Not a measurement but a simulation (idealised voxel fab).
process module | voxel self aligned vias
cross-section cut | 175 nm wide | cells 5 nm
A cross-section is a grid of square cells, given in bands from the top down. A band is one or more rows of cells.
Each band's line starts with the height of the band's top and of its bottom, in nm. Then come its materials from left to right, each with its width in nm. One material with "throughout" fills the band from edge to edge. "air" is empty space.
Height 0 is the level under which the wafer as received is all one material. The lowest band goes on downwards, as in "0 down".
A width such as "30 to 40" changes by the same amount from each row of cells to the next, from the band's top row to its bottom row.
"no change" after a step means that no cell of the cross-section changed.
closed voids: empty space of 8 cells or more with no open way to the top, each as width x height at its distance from the left edge, in nm
after a step's settings: what the simulator itself notes on the step
overlay nm, on a step with a mask: how far to the right of its planned place the mask lay; to the left if negative
plan
1 op RECEIVE | material Si
2 op CONFORMAL_DEP | material SiO2 | thk nm 10
3 op CONFORMAL_DEP | material SiCN | thk nm 5
4 op DIRECTIONAL_DEP | material SiO2 | thk nm 25
5 op MASKED_ETCH | tone open | mask id LINES | width nm 25 | pitch nm 65 | etch materials SiO2 | depth nm 25 | overlay nm 0
6 op CONFORMAL_DEP | material TiN | thk nm 5
7 op FILL_DEP | material Ru | thk nm 5
8 op CMP | height nm 40
9 op SELECTIVE_ETCH | etch materials W Ru TiN | depth nm 5
10 op FILL_DEP | material SiN | thk nm 5
11 op CMP | height nm 40
12 op DIRECTIONAL_DEP | material SiO2 | thk nm 20
13 op DIRECTIONAL_DEP | material aC | thk nm 15
14 op PATTERN | tone open | mask id VIAS | material resist | width nm 35 | thk nm 35 | overlay nm 0
15 op DIRECTIONAL_ETCH | etch materials aC | depth nm 15
16 op STRIP | etch materials resist
17 op DIRECTIONAL_ETCH | etch materials SiO2 | depth nm 20
18 op DIRECTIONAL_ETCH | etch materials SiN | depth nm 5
19 op STRIP | etch materials aC
20 op CONFORMAL_DEP | material TiN | thk nm 5
21 op FILL_DEP | material Cu | thk nm 5
22 op CMP | height nm 60
23 op CONFORMAL_DEP | material SiCN | thk nm 5
as received, after step 1
  0 down: Si throughout
  closed voids: none
a wafer at the end: this start, this plan, one mistake
  65 to 60: SiCN throughout
  60 to 40: SiO2 35 | TiN 5 | Cu 25 | TiN 5 | SiO2 105
  40 to 35: SiO2 35 | TiN 35 | SiO2 35 | SiN 25 | SiO2 45
  35 to 20: SiO2 35 | TiN 10 | Ru 15 | TiN 10 | SiO2 35 | TiN 5 | Ru 15 | TiN 5 | SiO2 45
  20 to 15: SiO2 40 | TiN 25 | SiO2 40 | TiN 25 | SiO2 45
  15 to 10: SiCN throughout
  10 to 0: SiO2 throughout
  0 down: Si throughout
  closed voids: none
what went wrong: step 17 was run twice
